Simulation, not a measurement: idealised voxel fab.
voxel double patterning: a process module
The cross-section shown here is cut; it is 240 nm wide and divided into square cells measuring 5 nm on a side.
Square cells in a grid make up a cross-section in this document, and the grid is given as bands, listed from the top down, each one or more rows of cells. Heads up on the band format: heights come first, top then bottom, in nm. After that it's the materials left to right, each with its width in nm. A single material flagged "throughout" fills the whole band edge to edge, and "air" means there's empty space there. Basically, 0 is our baseline, since under it the wafer straight out of the box is all one material. The bottom band has no lower end and keeps on going down, so it looks like "0 nm and below". Graded width ("30 to 40"): value in top row of band = first number; value in bottom row = second number; row-to-row change constant. The cross-section has no changed cell in any step marked "no modification". Entry "Fully sealed cavities" = empty spaces >= 8 cells with no open way to the top; each as width x height at distance, distance from left edge, all nm. What comes after the settings on a step's line is commentary from the simulator itself on that step. overlay nm, on a step with a mask: how far to the right of its planned place the mask lay; to the left if negative.

[The process steps that were planned are listed below]
1) RECEIVE: material Si
2) CONFORMAL_DEP: material SiO2, thk nm 10
3) DIRECTIONAL_DEP: material W, thk nm 15
4) DIRECTIONAL_DEP: material SiCN, thk nm 5
5) PATTERN: tone open, mask id FIRST, material resist, width nm 15, pitch nm 50, thk nm 15, overlay nm 0
6) DIRECTIONAL_ETCH: etch materials SiCN, depth nm 5
7) STRIP: etch materials resist
8) MASKED_ETCH: tone open, mask id SECOND, width nm 15, pitch nm 50, etch materials SiCN, depth nm 5, overlay nm 0
9) DIRECTIONAL_ETCH: etch materials W, depth nm 15
10) STRIP: etch materials SiCN

[Step 1 complete: cross-section of the wafer as received]
- 0 nm and below = Si throughout
- Fully sealed cavities: none

[Run as planned - first of the two wafers cross-sectioned at the end of the module]
- 25 nm to 10 nm = W 60 nm  air 15 nm  W 10 nm  air 15 nm  W 10 nm  air 15 nm  W 10 nm  air 15 nm  W 10 nm  air 15 nm  W 65 nm
- 10 nm to 0 nm = SiO2 throughout
- 0 nm and below = Si throughout
- Fully sealed cavities: none

[Here's the second of our two wafers sectioned at module end. Same start as the first, same plan, but one mistake got made running it]
- 25 nm to 10 nm = W 60 nm  air 15 nm  W 10 nm  air 15 nm  W 10 nm  air 15 nm  W 10 nm  air 15 nm  W 10 nm  air 15 nm  W 65 nm
- 10 nm to 0 nm = W throughout
- 0 nm and below = Si throughout
- Fully sealed cavities: none
what went wrong: step 2 ran differently from the plan; actual operation with settings: CONFORMAL_DEP: material W, thk nm 10
Materials where the second wafer ends with more or fewer cells than the first: SiO2 -96 | W +96
